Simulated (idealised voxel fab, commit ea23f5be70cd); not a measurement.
process module | voxel spacer lines
cross-section cut | 280 nm wide | cells 5 nm
A cross-section is a grid of square cells, given in bands from the top down. A band is one or more rows of cells.
Each band's line starts with the height of the band's top and of its bottom, in nm. Then come its materials from left to right, each with its width in nm. One material with "throughout" fills the band from edge to edge. "air" is empty space.
Height 0 is the level under which the wafer as received is all one material. The lowest band goes on downwards, as in "0 down".
A width such as "30 to 40" changes by the same amount from each row of cells to the next, from the band's top row to its bottom row.
"no change" after a step means that no cell of the cross-section changed.
closed voids: empty space of 8 cells or more with no open way to the top, each as width x height at its distance from the left edge, in nm
after a step's settings: what the simulator itself notes on the step
overlay nm, on a step with a mask: how far to the right of its planned place the mask lay; to the left if negative
plan
1 op RECEIVE | material Si
2 op CONFORMAL_DEP | material Al2O3 | thk nm 5
3 op DIRECTIONAL_DEP | material SiN | thk nm 20
4 op DIRECTIONAL_DEP | material polySi | thk nm 25
5 op PATTERN | tone cover | mask id MANDREL | material resist | width nm 20 | pitch nm 60 | thk nm 30 | overlay nm 0
6 op DIRECTIONAL_ETCH | etch materials polySi | depth nm 25
7 op STRIP | etch materials resist
8 op CONFORMAL_DEP | material SiO2 | thk nm 10
9 op DIRECTIONAL_ETCH | etch materials SiO2 | depth nm 10
10 op STRIP | etch materials polySi
11 op DIRECTIONAL_ETCH | etch materials SiN | depth nm 20
12 op STRIP | etch materials SiO2
first wafer, as planned
as received, after step 1
  0 down: Si throughout
  closed voids: none
after step 2
  5 to 0: Al2O3 throughout
  below 0: unchanged
after step 3
  25 to 5: SiN throughout
  below 5: unchanged
after step 4
  50 to 25: polySi throughout
  below 25: unchanged
after step 5
  80 to 50: air 70 | resist 20 | air 40 | resist 20 | air 40 | resist 20 | air 70
  below 50: unchanged
after step 6
  80 to 50: air 70 | resist 20 | air 40 | resist 20 | air 40 | resist 20 | air 70
  50 to 25: air 70 | polySi 20 | air 40 | polySi 20 | air 40 | polySi 20 | air 70
  below 25: unchanged
after step 7
  50 to 25: air 70 | polySi 20 | air 40 | polySi 20 | air 40 | polySi 20 | air 70
  below 25: unchanged
after step 8
  60 to 50: air 60 | SiO2 40 | air 20 | SiO2 40 | air 20 | SiO2 40 | air 60
  50 to 35: air 60 | SiO2 10 | polySi 20 | SiO2 10 | air 20 | SiO2 10 | polySi 20 | SiO2 10 | air 20 | SiO2 10 | polySi 20 | SiO2 10 | air 60
  35 to 25: SiO2 70 | polySi 20 | SiO2 40 | polySi 20 | SiO2 40 | polySi 20 | SiO2 70
  below 25: unchanged
after step 9
  50 to 25: air 60 | SiO2 10 | polySi 20 | SiO2 10 | air 20 | SiO2 10 | polySi 20 | SiO2 10 | air 20 | SiO2 10 | polySi 20 | SiO2 10 | air 60
  below 25: unchanged
after step 10
  50 to 25: air 60 | SiO2 10 | air 20 | SiO2 10 | air 20 | SiO2 10 | air 20 | SiO2 10 | air 20 | SiO2 10 | air 20 | SiO2 10 | air 60
  below 25: unchanged
after step 11
  50 to 25: air 60 | SiO2 10 | air 20 | SiO2 10 | air 20 | SiO2 10 | air 20 | SiO2 10 | air 20 | SiO2 10 | air 20 | SiO2 10 | air 60
  25 to 5: air 60 | SiN 10 | air 20 | SiN 10 | air 20 | SiN 10 | air 20 | SiN 10 | air 20 | SiN 10 | air 20 | SiN 10 | air 60
  below 5: unchanged
after step 12
  25 to 5: air 60 | SiN 10 | air 20 | SiN 10 | air 20 | SiN 10 | air 20 | SiN 10 | air 20 | SiN 10 | air 20 | SiN 10 | air 60
  below 5: unchanged
second wafer: like start, like plan, one mistake. Through step 4 it matches the first wafer
when step 5 should have ended
  80 to 50: air 75 | resist 15 | air 45 | resist 15 | air 45 | resist 15 | air 70
  below 50: unchanged
when step 6 should have ended
  80 to 50: air 75 | resist 15 | air 45 | resist 15 | air 45 | resist 15 | air 70
  50 to 25: air 75 | polySi 15 | air 45 | polySi 15 | air 45 | polySi 15 | air 70
  below 25: unchanged
when step 7 should have ended
  50 to 25: air 75 | polySi 15 | air 45 | polySi 15 | air 45 | polySi 15 | air 70
  below 25: unchanged
when step 8 should have ended
  60 to 50: air 65 | SiO2 35 | air 25 | SiO2 35 | air 25 | SiO2 35 | air 60
  50 to 35: air 65 | SiO2 10 | polySi 15 | SiO2 10 | air 25 | SiO2 10 | polySi 15 | SiO2 10 | air 25 | SiO2 10 | polySi 15 | SiO2 10 | air 60
  35 to 25: SiO2 75 | polySi 15 | SiO2 45 | polySi 15 | SiO2 45 | polySi 15 | SiO2 70
  below 25: unchanged
when step 9 should have ended
  50 to 25: air 65 | SiO2 10 | polySi 15 | SiO2 10 | air 25 | SiO2 10 | polySi 15 | SiO2 10 | air 25 | SiO2 10 | polySi 15 | SiO2 10 | air 60
  below 25: unchanged
when step 10 should have ended
  50 to 25: air 65 | SiO2 10 | air 15 | SiO2 10 | air 25 | SiO2 10 | air 15 | SiO2 10 | air 25 | SiO2 10 | air 15 | SiO2 10 | air 60
  below 25: unchanged
when step 11 should have ended
  50 to 25: air 65 | SiO2 10 | air 15 | SiO2 10 | air 25 | SiO2 10 | air 15 | SiO2 10 | air 25 | SiO2 10 | air 15 | SiO2 10 | air 60
  25 to 5: air 65 | SiN 10 | air 15 | SiN 10 | air 25 | SiN 10 | air 15 | SiN 10 | air 25 | SiN 10 | air 15 | SiN 10 | air 60
  below 5: unchanged
when step 12 should have ended
  25 to 5: air 65 | SiN 10 | air 15 | SiN 10 | air 25 | SiN 10 | air 15 | SiN 10 | air 25 | SiN 10 | air 15 | SiN 10 | air 60
  below 5: unchanged
what went wrong: step 5 ran as: op PATTERN | tone cover | mask id MANDREL | material resist | width nm 15 | pitch nm 60 | thk nm 30 | overlay nm 0
at the end the second wafer has, in cells: as many of each material as the first, in other places
